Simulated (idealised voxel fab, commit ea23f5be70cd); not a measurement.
process module | voxel self aligned contacts
cross-section cut | 215 nm wide | cells 5 nm
A cross-section is a grid of square cells, given in bands from the top down. A band is one or more rows of cells.
Each band's line starts with the height of the band's top and of its bottom, in nm. Then come its materials from left to right, each with its width in nm. One material with "throughout" fills the band from edge to edge. "air" is empty space.
Height 0 is the level under which the wafer as received is all one material. The lowest band goes on downwards, as in "0 down".
A width such as "30 to 40" changes by the same amount from each row of cells to the next, from the band's top row to its bottom row.
"no change" after a step means that no cell of the cross-section changed.
closed voids: empty space of 8 cells or more with no open way to the top, each as width x height at its distance from the left edge, in nm
after a step's settings: what the simulator itself notes on the step
overlay nm, on a step with a mask: how far to the right of its planned place the mask lay; to the left if negative
plan
1 op RECEIVE | material Si
2 op OXIDIZE | depth nm 5
3 op DIRECTIONAL_DEP | material polySi | thk nm 30
4 op DIRECTIONAL_DEP | material SiN | thk nm 20
5 op DIRECTIONAL_DEP | material aC | thk nm 10
6 op PATTERN | tone cover | mask id GATE | material resist | width nm 25 | pitch nm 60 | thk nm 25 | overlay nm 0
7 op DIRECTIONAL_ETCH | etch materials aC | depth nm 10
8 op STRIP | etch materials resist
9 op DIRECTIONAL_ETCH | etch materials SiN | depth nm 20
10 op DIRECTIONAL_ETCH | etch materials polySi | depth nm 30
11 op STRIP | etch materials aC
12 op CONFORMAL_DEP | material SiN | thk nm 5
13 op DIRECTIONAL_ETCH | etch materials SiN | depth nm 5
14 op FILL_DEP | material SiO2 | thk nm 10
15 op CMP | height nm 55
16 op PATTERN | tone open | mask id CONTACT | material resist | width nm 45 | thk nm 15 | overlay nm 0
17 op DIRECTIONAL_ETCH | etch materials SiO2 | depth nm 60
18 op STRIP | etch materials resist
19 op CONFORMAL_DEP | material TiN | thk nm 5
20 op FILL_DEP | material Ru | thk nm 10
21 op CMP | height nm 55
22 op CONFORMAL_DEP | material SiN | thk nm 5
as received, after step 1
  0 down: Si throughout
  closed voids: none
first wafer at the end, as planned
  60 to 55: SiN throughout
  55 to 50: SiO2 85 | TiN 15 | Ru 15 | TiN 15 | SiO2 85
  50 to 30: SiO2 60 | SiN 35 | TiN 5 | Ru 15 | TiN 5 | SiN 35 | SiO2 60
  30 to 0: SiO2 60 | SiN 5 | polySi 25 | SiN 5 | TiN 5 | Ru 15 | TiN 5 | SiN 5 | polySi 25 | SiN 5 | SiO2 60
  0 to -5: SiO2 95 | TiN 25 | SiO2 95
  -5 down: Si throughout
  closed voids: none
second wafer at the end: like start, like plan, one mistake
  60 to 55: SiN throughout
  55 to 50: Ru 55 | TiN 30 | SiO2 45 | TiN 30 | Ru 55
  50 to 30: Ru 55 | TiN 5 | SiN 35 | SiO2 25 | SiN 35 | TiN 5 | Ru 55
  30 to 0: Ru 55 | TiN 5 | SiN 5 | polySi 25 | SiN 5 | SiO2 25 | SiN 5 | polySi 25 | SiN 5 | TiN 5 | Ru 55
  0 to -5: TiN 60 | SiO2 95 | TiN 60
  -5 down: Si throughout
  closed voids: none
what went wrong: step 16 ran as: op PATTERN | tone cover | mask id CONTACT | material resist | width nm 45 | thk nm 15 | overlay nm 0
at the end the second wafer has, in cells: 209 more of Ru | 234 fewer of SiO2 | 25 more of TiN
